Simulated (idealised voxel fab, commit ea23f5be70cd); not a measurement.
The following process module bears the name voxel plated lines.
The width of the displayed cross-section, cut, is 230 nm; its cells are square, with a size of 5 nm.
The cross-sections in this document take the form of a grid made of square cells. They are written out as bands, in order from top to bottom. Each band consists of one or more rows of cells.
Heads up on the band format: heights come first, top then bottom, in nm. After that it's the materials left to right, each with its width in nm. A single material flagged "full width" fills the whole band edge to edge, and "air" means there's empty space there.
Convention: height 0 is the level below which the wafer, as received, is all one material. The lowest band does not terminate at the bottom but continues downward, represented as "0 and below".
Per-row width for "30->40": begins at first number (top row of band), ends at second number (bottom row), increment between rows held constant.
When a step is marked "everything unchanged", none of the cells in the cross-section changed during that step.
The entry titled "Sealed void list" provides the empty spaces that have no open way to the top, restricted to those of 8 cells or more. Each is presented as width x height at distance, the distance being measured from the left edge, with all three in nm.
Step line, after settings: the simulator's comment on this step.
If you see "overlay nm" on a step's line and that step has a mask, it's telling you how far right of where it was planned the mask ended up; a negative number means it went left instead.

These are the steps we planned for the process:
step 1: RECEIVE (material Si)
step 2: CONFORMAL_DEP (material Al2O3; thk nm 5)
step 3: DIRECTIONAL_DEP (material TiN; thk nm 5)
step 4: PATTERN (tone open; mask id LINES; material resist; width nm 20; pitch nm 45; thk nm 35; overlay nm 0)
step 5: EPI (material Ru; thk nm 10)
step 6: EPI (material Ru; thk nm 5)
step 7: EPI (material Ru; thk nm 5)
step 8: STRIP (etch materials resist)
step 9: DIRECTIONAL_ETCH (etch materials TiN; depth nm 5)
step 10: CONFORMAL_DEP (material SiO2; thk nm 5)

Below: the first of two wafers, run as planned:

Wafer as received: cross-section following step 1:
0 and below | Si full width
Sealed void list: none

The wafer in cross-section once step 2 is complete:
5 down to 0 | Al2O3 full width
Note: structure below 0 unchanged.

The wafer in cross-section once step 3 is complete:
10 down to 5 | TiN full width
Note: structure below 5 unchanged.

The wafer in cross-section once step 4 is complete:
45 down to 10 | 35 resist  20 air  25 resist  20 air  25 resist  20 air  25 resist  20 air  40 resist
Note: structure below 10 unchanged.

The wafer in cross-section once step 5 is complete:
45 down to 20 | 35 resist  20 air  25 resist  20 air  25 resist  20 air  25 resist  20 air  40 resist
20 down to 10 | 35 resist  20 Ru  25 resist  20 Ru  25 resist  20 Ru  25 resist  20 Ru  40 resist
Note: structure below 10 unchanged.

The wafer in cross-section once step 6 is complete:
45 down to 25 | 35 resist  20 air  25 resist  20 air  25 resist  20 air  25 resist  20 air  40 resist
25 down to 10 | 35 resist  20 Ru  25 resist  20 Ru  25 resist  20 Ru  25 resist  20 Ru  40 resist
Note: structure below 10 unchanged.

The wafer in cross-section once step 7 is complete:
45 down to 30 | 35 resist  20 air  25 resist  20 air  25 resist  20 air  25 resist  20 air  40 resist
30 down to 10 | 35 resist  20 Ru  25 resist  20 Ru  25 resist  20 Ru  25 resist  20 Ru  40 resist
Note: structure below 10 unchanged.

The wafer in cross-section once step 8 is complete:
30 down to 10 | 35 air  20 Ru  25 air  20 Ru  25 air  20 Ru  25 air  20 Ru  40 air
Note: structure below 10 unchanged.

The wafer in cross-section once step 9 is complete:
30 down to 10 | 35 air  20 Ru  25 air  20 Ru  25 air  20 Ru  25 air  20 Ru  40 air
10 down to 5 | 35 air  20 TiN  25 air  20 TiN  25 air  20 TiN  25 air  20 TiN  40 air
Note: structure below 5 unchanged.

The wafer in cross-section once step 10 is complete:
35 down to 30 | 30 air  30 SiO2  15 air  30 SiO2  15 air  30 SiO2  15 air  30 SiO2  35 air
30 down to 10 | 30 air  5 SiO2  20 Ru  5 SiO2  15 air  5 SiO2  20 Ru  5 SiO2  15 air  5 SiO2  20 Ru  5 SiO2  15 air  5 SiO2  20 Ru  5 SiO2  35 air
10 down to 5 | 35 SiO2  20 TiN  25 SiO2  20 TiN  25 SiO2  20 TiN  25 SiO2  20 TiN  40 SiO2
Note: structure below 5 unchanged.

Regarding the second of the two wafers: it shared the first wafer's starting condition and process plan, yet one error occurred during its execution. Its history coincides with that of the first wafer up to and including step 3:

Second wafer, cross-section, planned end of step 4:
45 down to 10 | 35 air  20 resist  25 air  20 resist  25 air  20 resist  25 air  20 resist  40 air
Note: structure below 10 unchanged.

Second wafer, cross-section, planned end of step 5:
45 down to 20 | 35 air  20 resist  25 air  20 resist  25 air  20 resist  25 air  20 resist  40 air
20 down to 10 | 35 Ru  20 resist  25 Ru  20 resist  25 Ru  20 resist  25 Ru  20 resist  40 Ru
Note: structure below 10 unchanged.

Second wafer, cross-section, planned end of step 6:
45 down to 25 | 35 air  20 resist  25 air  20 resist  25 air  20 resist  25 air  20 resist  40 air
25 down to 10 | 35 Ru  20 resist  25 Ru  20 resist  25 Ru  20 resist  25 Ru  20 resist  40 Ru
Note: structure below 10 unchanged.

Second wafer, cross-section, planned end of step 7:
45 down to 30 | 35 air  20 resist  25 air  20 resist  25 air  20 resist  25 air  20 resist  40 air
30 down to 10 | 35 Ru  20 resist  25 Ru  20 resist  25 Ru  20 resist  25 Ru  20 resist  40 Ru
Note: structure below 10 unchanged.

Second wafer, cross-section, planned end of step 8:
30 down to 10 | 35 Ru  20 air  25 Ru  20 air  25 Ru  20 air  25 Ru  20 air  40 Ru
Note: structure below 10 unchanged.

Second wafer, cross-section, planned end of step 9:
30 down to 10 | 35 Ru  20 air  25 Ru  20 air  25 Ru  20 air  25 Ru  20 air  40 Ru
10 down to 5 | 35 TiN  20 air  25 TiN  20 air  25 TiN  20 air  25 TiN  20 air  40 TiN
Note: structure below 5 unchanged.

Second wafer, cross-section, planned end of step 10:
35 down to 30 | 40 SiO2  10 air  35 SiO2  10 air  35 SiO2  10 air  35 SiO2  10 air  45 SiO2
30 down to 10 | 35 Ru  5 SiO2  10 air  5 SiO2  25 Ru  5 SiO2  10 air  5 SiO2  25 Ru  5 SiO2  10 air  5 SiO2  25 Ru  5 SiO2  10 air  5 SiO2  40 Ru
10 down to 5 | 35 TiN  20 SiO2  25 TiN  20 SiO2  25 TiN  20 SiO2  25 TiN  20 SiO2  40 TiN
Note: structure below 5 unchanged.
Short version of what went wrong: step 4 ran with different settings than intended, the actual operation and settings being PATTERN (tone cover; mask id LINES; material resist; width nm 20; pitch nm 45; thk nm 35; overlay nm 0)
The final cell counts differ between the wafers, with the second having more or fewer of some materials than the first: 56 more of Ru | 14 more of TiN
